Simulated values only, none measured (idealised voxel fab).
The process module that follows is named voxel self aligned contacts.
Xsec cut, 170 nm wide, square cell size 5 nm.
Cross-section = grid of square cells, listed top down in bands; band = one or more rows. Quick guide to a band line: top height, bottom height (nm) up front; then every material left to right with its width in nm. Only one material and it's marked "all across"? Then it fills the band edge to edge. And "empty" just means empty space. We count height from 0. Below that, the starting wafer is all one material. The lowest band never ends at the bottom but goes on down; see "0 -> down" for how that is written. Width "30..40": first value at the band's top row of cells, second value at its bottom row, equal change from row to row. When a step is marked "nothing different", none of the cells in the cross-section changed during that step. "Trapped voids" lists enclosed empty spaces (at least 8 cells, no open path upward to the top), each as width x height at distance from the left edge, in nm. The remark found on a step's line after its settings is issued by the simulator itself and pertains to that step. The "overlay nm" setting may appear on a step's line; for a step that uses a mask, it gives how far to the right of its planned position the mask lay, and a negative value indicates the left.

Set out below are the planned steps of the process
step 1: RECEIVE: material Si
step 2: OXIDIZE: depth nm 5
step 3: DIRECTIONAL_DEP: material polySi, thk nm 25
step 4: DIRECTIONAL_DEP: material SiN, thk nm 20
step 5: DIRECTIONAL_DEP: material aC, thk nm 10
step 6: PATTERN: tone cover, mask id GATE, material resist, width nm 30, pitch nm 65, thk nm 30, overlay nm 0
step 7: DIRECTIONAL_ETCH: etch materials aC, depth nm 10
step 8: STRIP: etch materials resist
step 9: DIRECTIONAL_ETCH: etch materials SiN, depth nm 20
step 10: DIRECTIONAL_ETCH: etch materials polySi, depth nm 25
step 11: STRIP: etch materials aC
step 12: CONFORMAL_DEP: material SiN, thk nm 10
step 13: DIRECTIONAL_ETCH: etch materials SiN, depth nm 10
step 14: FILL_DEP: material SiO2, thk nm 20
step 15: CMP: height nm 55
step 16: DIRECTIONAL_DEP: material aC, thk nm 10
step 17: PATTERN: tone open, mask id CONTACT, material resist, width nm 45, thk nm 25, overlay nm 0
step 18: DIRECTIONAL_ETCH: etch materials aC, depth nm 10
step 19: STRIP: etch materials resist
step 20: DIRECTIONAL_ETCH: etch materials SiO2, depth nm 60
step 21: STRIP: etch materials aC
step 22: CONFORMAL_DEP: material TiN, thk nm 5
step 23: FILL_DEP: material Ru, thk nm 10
step 24: CMP: height nm 55
step 25: CONFORMAL_DEP: material SiCN, thk nm 5

Cross-section of the incoming wafer, state after step 1
- 0 -> down | Si all across
- Trapped voids: none

Wafer cross-section at module end: first of two, run to plan
- 60 -> 55 | SiCN all across
- 55 -> 45 | SiO2 60 / TiN 5..20 / Ru 35..5 / TiN 5..20 / SiO2 65
- 45 -> 25 | SiO2 25 / SiN 50 / TiN 5 / Ru 5 / TiN 5 / SiN 50 / SiO2 30
- 25 -> 0 | SiO2 25 / SiN 10 / polySi 30 / SiN 10 / TiN 5 / Ru 5 / TiN 5 / SiN 10 / polySi 30 / SiN 10 / SiO2 30
- 0 -> -5 | SiO2 75 / TiN 15 / SiO2 80
- -5 -> down | Si all across
- Trapped voids: none

Same start, same plan as the first wafer - but one mistake in the run. Cross-section of the second of the two at the end of the module
- 60 -> 55 | SiCN all across
- 55 -> 45 | SiO2 60 / TiN 5..20 / Ru 35..5 / TiN 5..20 / SiO2 65
- 45 -> 25 | SiO2 25 / SiN 50 / TiN 5 / Ru 5 / TiN 5 / SiN 50 / SiO2 30
- 25 -> 15 | SiO2 25 / SiN 10 / polySi 30 / SiN 10 / TiN 5 / Ru 5 / TiN 5 / SiN 10 / polySi 30 / SiN 10 / SiO2 30
- 15 -> 10 | SiO2 25 / SiN 10 / polySi 30 / SiN 10 / TiN 15 / SiN 10 / polySi 30 / SiN 10 / SiO2 30
- 10 -> 0 | SiN 35 / polySi 30 / SiN 35 / polySi 30 / SiN 40
- 0 -> -5 | SiO2 all across
- -5 -> down | Si all across
- Trapped voids: none
Deviation from plan: steps 12 and 13 were swapped
Upon completion, the second wafer contains, in terms of cells, a greater or smaller amount of certain materials than the first wafer: 3 fewer of Ru | 28 more of SiN | 19 fewer of SiO2 | 6 fewer of TiN
